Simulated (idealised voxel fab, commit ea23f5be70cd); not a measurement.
A process module follows: voxel ribs on slabs.
For reference, the cross-section in this document is cut, with width 190 nm and square cells of 5 nm.
How to read a cross-section here: the picture is a grid of square cells, written as bands going from the top down, and any band can span one or more rows of cells. Per band: top height and bottom height in nm, followed by the left-to-right materials and their widths in nm; "edge to edge" marks a single material spanning edge to edge, "empty" marks empty space. Heights are reckoned from 0. Under this level, the received wafer is all of one material. The bottommost band is open-ended downward, for example "0 down". Top row gets the first number, bottom row gets the second, and each row in between changes by the same step: that is how a band width like "30->40" works. The cross-section has no changed cell in any step marked "remained the same". If an empty space has no open way to the top and is at least 8 cells in size, "Tabulated closed voids" lists it, written width x height at distance, where distance is measured from the left edge and every value is in nm. Heads up: the bit after the settings on a step's line is the simulator's remark on that step. overlay nm: step with mask; distance mask lay right of planned place; negative value = left of planned place.
### plan
1 RECEIVE with material Si
2 DIRECTIONAL_DEP with material SiO2, thk nm 20
3 DIRECTIONAL_DEP with material polySi, thk nm 15
4 MASKED_ETCH with tone cover, mask id RIB, width nm 30, etch materials polySi, depth nm 5, overlay nm 0
5 DIRECTIONAL_DEP with material aC, thk nm 15
6 PATTERN with tone cover, mask id SLAB, material resist, width nm 70, thk nm 30, overlay nm 0
7 DIRECTIONAL_ETCH with etch materials aC, depth nm 15
8 STRIP with etch materials resist
9 DIRECTIONAL_ETCH with etch materials polySi, depth nm 10
10 STRIP with etch materials aC
11 FILL_DEP with material SiO2, thk nm 30
12 CMP with height nm 55
13 DIRECTIONAL_DEP with material W, thk nm 10
14 PATTERN with tone cover, mask id HEATER, material resist, width nm 40, thk nm 20, overlay nm 0
15 DIRECTIONAL_ETCH with etch materials W, depth nm 10
16 STRIP with etch materials resist
17 CONFORMAL_DEP with material SiN, thk nm 5
### Cross-sectional view of the wafer in its as-received condition, corresponding to the state after step 1
0 down = Si edge to edge
Tabulated closed voids: none
### Post-module cross-section of the first of two wafers (run per plan)
70 to 65 = 70 nm empty  50 nm SiN  70 nm empty
65 to 60 = 70 nm empty  5 nm SiN  40 nm W  5 nm SiN  70 nm empty
60 to 55 = 75 nm SiN  40 nm W  75 nm SiN
55 to 35 = SiO2 edge to edge
35 to 30 = 80 nm SiO2  30 nm polySi  80 nm SiO2
30 to 20 = 60 nm SiO2  70 nm polySi  60 nm SiO2
20 to 0 = SiO2 edge to edge
0 down = Si edge to edge
Tabulated closed voids: none
### Here's the second of our two wafers sectioned at module end. Same start as the first, same plan, but one mistake got made running it
5 to 0 = SiN edge to edge
0 down = Si edge to edge
Tabulated closed voids: none
Where did the run depart from the plan? the process deviated at step 16: the operation and settings actually run there were STRIP with etch materials SiO2
Final difference in cells, second wafer against first, listed per material as more or fewer: -4 SiN | -384 SiO2 | -16 W | -34 polySi
